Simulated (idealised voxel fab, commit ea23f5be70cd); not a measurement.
The document below concerns the process module designated voxel trench capacitor.
Xsec cut, 230 nm wide, square cell size 5 nm.
A cross-section is a grid of square cells, given in bands from the top down. A band is one or more rows of cells. Band: top height; bottom height; in nm. Then, left to right: material with width in nm, for each material. "everywhere": a single material spanning edge to edge. "blank": empty space. We count height from 0. Below that, the starting wafer is all one material. The lowest band never ends at the bottom but goes on down; see "top 0, no bottom" for how that is written. Think of "30 to 40" as a width that walks from the first number to the second as you go down the band, top row to bottom row, taking equal-sized steps from row to row. Reading "no change occurred" for a step: not a cell of the cross-section changed in it. "Enclosed internal voids" means: voids of 8 cells or more that are shut off from the top with no open way through. Written width x height at distance, distance from the left edge, in nm. Read whatever lies past the settings on a step's line as the simulator's own remark about the step. You can add "overlay nm" to a step's line. For a step with a mask, it describes how far the mask lay to the right of its planned position, and a negative number describes a lay to the left.

### plan
- 1: RECEIVE (material Si)
- 2: CONFORMAL_DEP (material SiN; thk nm 5)
- 3: DIRECTIONAL_DEP (material aC; thk nm 15)
- 4: PATTERN (tone open; mask id TRENCH; material resist; width nm 30; pitch nm 55; thk nm 35; overlay nm 0)
- 5: DIRECTIONAL_ETCH (etch materials aC; depth nm 15)
- 6: STRIP (etch materials resist)
- 7: DIRECTIONAL_ETCH (etch materials SiN; depth nm 5)
- 8: DIRECTIONAL_ETCH (etch materials Si; depth nm 35)
- 9: STRIP (etch materials aC)
- 10: CONFORMAL_DEP (material HfO2; thk nm 5)
- 11: CONFORMAL_DEP (material TiN; thk nm 5)
- 12: FILL_DEP (material W; thk nm 5)
- 13: CMP (height nm 5)

### This is the cross-section of the wafer as we received it, i.e. after step 1
	top 0, no bottom | Si everywhere
	Enclosed internal voids: none

### End-of-module XS, first of two wafers, run as planned
	top 5, bottom 0 | 15 SiN; 5 HfO2; 5 TiN; 10 W; 5 TiN; 5 HfO2; 25 SiN; 5 HfO2; 5 TiN; 10 W; 5 TiN; 5 HfO2; 25 SiN; 5 HfO2; 5 TiN; 10 W; 5 TiN; 5 HfO2; 25 SiN; 5 HfO2; 5 TiN; 10 W; 5 TiN; 5 HfO2; 20 SiN
	top 0, bottom -25 | 15 Si; 5 HfO2; 5 TiN; 10 W; 5 TiN; 5 HfO2; 25 Si; 5 HfO2; 5 TiN; 10 W; 5 TiN; 5 HfO2; 25 Si; 5 HfO2; 5 TiN; 10 W; 5 TiN; 5 HfO2; 25 Si; 5 HfO2; 5 TiN; 10 W; 5 TiN; 5 HfO2; 20 Si
	top -25, bottom -30 | 15 Si; 5 HfO2; 20 TiN; 5 HfO2; 25 Si; 5 HfO2; 20 TiN; 5 HfO2; 25 Si; 5 HfO2; 20 TiN; 5 HfO2; 25 Si; 5 HfO2; 20 TiN; 5 HfO2; 20 Si
	top -30, bottom -35 | 15 Si; 30 HfO2; 25 Si; 30 HfO2; 25 Si; 30 HfO2; 25 Si; 30 HfO2; 20 Si
	top -35, no bottom | Si everywhere
	Enclosed internal voids: none

### Second of two wafers, module complete, sectioned: it shares the first wafer's start and plan but was run with one mistake
	top 5, bottom 0 | 20 SiN; 5 HfO2; 5 TiN; 5 W; 5 TiN; 5 HfO2; 30 SiN; 5 HfO2; 5 TiN; 5 W; 5 TiN; 5 HfO2; 30 SiN; 5 HfO2; 5 TiN; 5 W; 5 TiN; 5 HfO2; 30 SiN; 5 HfO2; 5 TiN; 5 W; 5 TiN; 5 HfO2; 20 SiN
	top 0, bottom -25 | 20 Si; 5 HfO2; 5 TiN; 5 W; 5 TiN; 5 HfO2; 30 Si; 5 HfO2; 5 TiN; 5 W; 5 TiN; 5 HfO2; 30 Si; 5 HfO2; 5 TiN; 5 W; 5 TiN; 5 HfO2; 30 Si; 5 HfO2; 5 TiN; 5 W; 5 TiN; 5 HfO2; 20 Si
	top -25, bottom -30 | 20 Si; 5 HfO2; 15 TiN; 5 HfO2; 30 Si; 5 HfO2; 15 TiN; 5 HfO2; 30 Si; 5 HfO2; 15 TiN; 5 HfO2; 30 Si; 5 HfO2; 15 TiN; 5 HfO2; 20 Si
	top -30, bottom -35 | 20 Si; 25 HfO2; 30 Si; 25 HfO2; 30 Si; 25 HfO2; 30 Si; 25 HfO2; 20 Si
	top -35, no bottom | Si everywhere
	Enclosed internal voids: none
Plan not followed: not per plan at step 4, really ran PATTERN (tone open; mask id TRENCH; material resist; width nm 25; pitch nm 55; thk nm 35; overlay nm 0)
Bottom line after processing is that, in cells, the second wafer is up or down on some materials versus the first: -4 HfO2; +28 Si; +4 SiN; -4 TiN; -24 W
